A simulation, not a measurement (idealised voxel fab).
Process module in this document: voxel lift off
Shown is cross-section cut, with a width of 300 nm and square cells of size 5 nm.
The cross-sections in this document take the form of a grid made of square cells. They are written out as bands, in order from top to bottom. Each band consists of one or more rows of cells.
Each band's line starts with the height of the band's top and of its bottom, in nm. Then come its materials from left to right, each with its width in nm. One material with "edge to edge" fills the band from edge to edge. "air" is empty space.
Counting heights begins at 0, where everything beneath is, in the wafer as received, one material. The lowest band has no bottom; it goes on downwards, as "z 0 and below" shows.
Think of "30 to 40" as a width that walks from the first number to the second as you go down the band, top row to bottom row, taking equal-sized steps from row to row.
A step reported as "nothing was modified" is a step in which no cell of the cross-section changed.
"Cavities, sealed" - sealed voids, min. 8 cells, no opening to top; format: width x height at distance (distance from left edge; nm throughout).
Step line, after settings: the simulator's comment on this step.
overlay nm, on a step with a mask: how far to the right of its planned place the mask lay; to the left if negative
Intended process steps
1,RECEIVE (material Si)
2,CONFORMAL_DEP (material SiN; thk nm 15)
3,PATTERN (tone open; mask id LINES; material resist; width nm 15; pitch nm 30; thk nm 30; overlay nm 0)
4,DIRECTIONAL_DEP (material Ru; thk nm 15)
5,STRIP (etch materials resist)
6,CONFORMAL_DEP (material SiCN; thk nm 5)
So this is the incoming wafer in cross-section - it's already been through step 1
> z 0 and below  Si edge to edge
> Cavities, sealed: none
First of two wafers: cross-section at end of module, run per plan
> z 35 to 30  air 120 nm, SiCN 25 nm, air 5 nm, SiCN 25 nm, air 125 nm
> z 30 to 20  air 120 nm, SiCN 5 nm, Ru 15 nm, SiCN 5 nm, air 5 nm, SiCN 5 nm, Ru 15 nm, SiCN 5 nm, air 125 nm
> z 20 to 15  SiCN 125 nm, Ru 15 nm, SiCN 15 nm, Ru 15 nm, SiCN 130 nm
> z 15 to 0  SiN edge to edge
> z 0 and below  Si edge to edge
> Cavities, sealed: none
Cross-section, second wafer: same start as the first, same plan as the first, one mistake in running it; taken at the end of the module
> z 35 to 30  air 110 nm, SiCN 25 nm, air 5 nm, SiCN 25 nm, air 135 nm
> z 30 to 20  air 110 nm, SiCN 5 nm, Ru 15 nm, SiCN 5 nm, air 5 nm, SiCN 5 nm, Ru 15 nm, SiCN 5 nm, air 135 nm
> z 20 to 15  SiCN 115 nm, Ru 15 nm, SiCN 15 nm, Ru 15 nm, SiCN 140 nm
> z 15 to 0  SiN edge to edge
> z 0 and below  Si edge to edge
> Cavities, sealed: none
Heads up, the wafer didn't run the way we planned it: note that step 3 departed from the planned setting and was carried out as PATTERN (tone open; mask id LINES; material resist; width nm 15; pitch nm 30; thk nm 30; overlay nm -10)
At the end, each material covers as many cells on the second wafer as it does on the first, though the cells it covers are elsewhere.
